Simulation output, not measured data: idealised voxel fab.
The process module presented herein is designated voxel lift off.
Square cells of 5 nm make up the cross-section cut, whose width is 195 nm.
Throughout this document, each cross-section is represented as a grid of square cells and is presented as a sequence of bands enumerated from the top downward, where a band comprises one or more rows of cells. Read a band's entry like this: the first values are the height of its top and the height of its bottom in nm, and what follows is the sequence of materials from left to right, each with its width in nm. Note that "air" is empty space, and that a single material marked "throughout" reaches across the band from edge to edge. Measure heights from 0. That's the level where, below it, the as-received wafer is all one material. The lowest band is bottomless and extends downward; write it as in "0 down". Read "30 to 40" as a graded width: first number on top, second number at the bottom, same change between each pair of neighbouring rows. "nothing different", as given for a step, is the statement that not any cell of the cross-section underwent a change during that step. "Closed void entries" - sealed voids, min. 8 cells, no opening to top; format: width x height at distance (distance from left edge; nm throughout). Past the settings on a step's line: simulator remark, on that step. overlay nm: on a step with a mask, how far right of its planned place the mask lay; negative means left.
Planned step list for the process
1,RECEIVE (material Si)
2,CONFORMAL_DEP (material SiO2; thk nm 5)
3,PATTERN (tone open; mask id LINES; material resist; width nm 30; pitch nm 55; thk nm 15; overlay nm -15)
4,DIRECTIONAL_DEP (material Ru; thk nm 5)
5,STRIP (etch materials resist)
6,CONFORMAL_DEP (material SiO2; thk nm 10)
varied across the wafers: overlay nm of step 3. The plan shows the first wafer's value. All wafers start alike
First of several wafers (as received, post step 1), cross-sectional view
  0 down | Si throughout
  Closed void entries: none
At the end of the module, after its last step, step 6, the first of several wafers appears in cross-section as follows
  20 to 15 | 30 nm air | 50 nm SiO2 | 5 nm air | 50 nm SiO2 | 60 nm air
  15 to 10 | SiO2 throughout
  10 to 5 | 40 nm SiO2 | 30 nm Ru | 25 nm SiO2 | 30 nm Ru | 70 nm SiO2
  5 to 0 | SiO2 throughout
  0 down | Si throughout
  Closed void entries: none
Here's the last wafer cross-sectioned at the end of the module
  20 to 15 | 60 nm air | 50 nm SiO2 | 5 nm air | 50 nm SiO2 | 30 nm air
  15 to 10 | SiO2 throughout
  10 to 5 | 70 nm SiO2 | 30 nm Ru | 25 nm SiO2 | 30 nm Ru | 40 nm SiO2
  5 to 0 | SiO2 throughout
  0 down | Si throughout
  Closed void entries: none
Take any row and you have a wafer at the end of the module: how many cells of each material it has gained (+) or lost (-) since it was received, and then its closed voids
overlay nm -15; +12 Ru; +125 SiO2; Closed void entries: none
overlay nm -10; +12 Ru; +125 SiO2; Closed void entries: none
overlay nm -5; +12 Ru; +125 SiO2; Closed void entries: none
overlay nm 0; +12 Ru; +125 SiO2; Closed void entries: none
overlay nm 5; +12 Ru; +125 SiO2; Closed void entries: none
overlay nm 10; +12 Ru; +125 SiO2; Closed void entries: none
overlay nm 15; +12 Ru; +125 SiO2; Closed void entries: none
